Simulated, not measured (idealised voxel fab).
This is a process module. Its name is voxel wiring stack.
Cross-section cut spans 175 nm and uses square cells 5 nm in size.
A cross-section is written here as square cells arranged in a grid, and it is given in bands from the top down, each band taking up one or more rows of cells. Band: top height; bottom height; in nm. Then, left to right: material with width in nm, for each material. "everywhere": a single material spanning edge to edge. "air": empty space. Height 0 is the level under which the wafer as received is all one material. The lowest band goes on downwards, as in "from 0 down". Width "30->40": first value at the band's top row of cells, second value at its bottom row, equal change from row to row. "same as before", as given for a step, is the statement that not any cell of the cross-section underwent a change during that step. Closed-off voids of 8+ cells (no open route to the top) go in "Closed cavity list", written width x height at distance from the left edge, in nm. Post-settings text on a step line: simulator's own remark regarding the step. A step line may carry the setting "overlay nm", which, for steps involving a mask, states the distance by which the mask lay to the right of its intended position; negative values denote displacement to the left.
Process steps foreseen in the plan:
1 RECEIVE | material Si
2 CONFORMAL_DEP | material SiO2 | thk nm 15
3 DIRECTIONAL_DEP | material TiN | thk nm 5
4 DIRECTIONAL_DEP | material W | thk nm 15
5 DIRECTIONAL_DEP | material aC | thk nm 10
6 PATTERN | tone cover | mask id METAL_1 | material resist | width nm 25 | pitch nm 55 | thk nm 25 | overlay nm 0
7 DIRECTIONAL_ETCH | etch materials aC | depth nm 10
8 STRIP | etch materials resist
9 DIRECTIONAL_ETCH | etch materials W | depth nm 15
10 DIRECTIONAL_ETCH | etch materials TiN | depth nm 5
11 STRIP | etch materials aC
12 CONFORMAL_DEP | material SiCN | thk nm 5
13 FILL_DEP | material SiO2 | thk nm 5
14 CMP | height nm 35
15 CONFORMAL_DEP | material SiCN | thk nm 5
16 DIRECTIONAL_DEP | material lowk | thk nm 30
17 MASKED_ETCH | tone open | mask id METAL_2_HOLES | width nm 15 | etch materials lowk | depth nm 30 | overlay nm 0
18 MASKED_ETCH | tone open | mask id METAL_2 | width nm 25 | pitch nm 55 | etch materials lowk | depth nm 20 | overlay nm 0
19 MASKED_ETCH | tone open | mask id METAL_2 | width nm 25 | pitch nm 55 | etch materials SiCN | depth nm 5 | overlay nm 0
20 CONFORMAL_DEP | material TiN | thk nm 5
21 FILL_DEP | material Cu | thk nm 10
22 CMP | height nm 70
23 CONFORMAL_DEP | material SiN | thk nm 5
As-received wafer cross-section (after step 1):
- from 0 down: Si everywhere
- Closed cavity list: none
Post-module cross-section: identical start and plan to those above, one misstep in execution:
- from 85 to 70: SiN everywhere
- from 70 to 55: lowk=45, TiN=5, Cu=15, TiN=5, lowk=30, TiN=5, Cu=15, TiN=5, lowk=50
- from 55 to 50: lowk=45, TiN=5, Cu=5, TiN=15, lowk=30, TiN=25, lowk=50
- from 50 to 40: lowk=45, TiN=5, Cu=5, TiN=5, lowk=115
- from 40 to 35: SiCN=45, TiN=15, SiCN=115
- from 35 to 20: SiO2=40, SiCN=5, W=25, SiCN=5, SiO2=20, SiCN=5, W=25, SiCN=5, SiO2=45
- from 20 to 15: SiCN=45, TiN=25, SiCN=30, TiN=25, SiCN=50
- from 15 to 0: SiO2 everywhere
- from 0 down: Si everywhere
- Closed cavity list: none
Plan not followed: so step 23 ended up running with a different setting than we planned, it ran as CONFORMAL_DEP | material SiN | thk nm 15
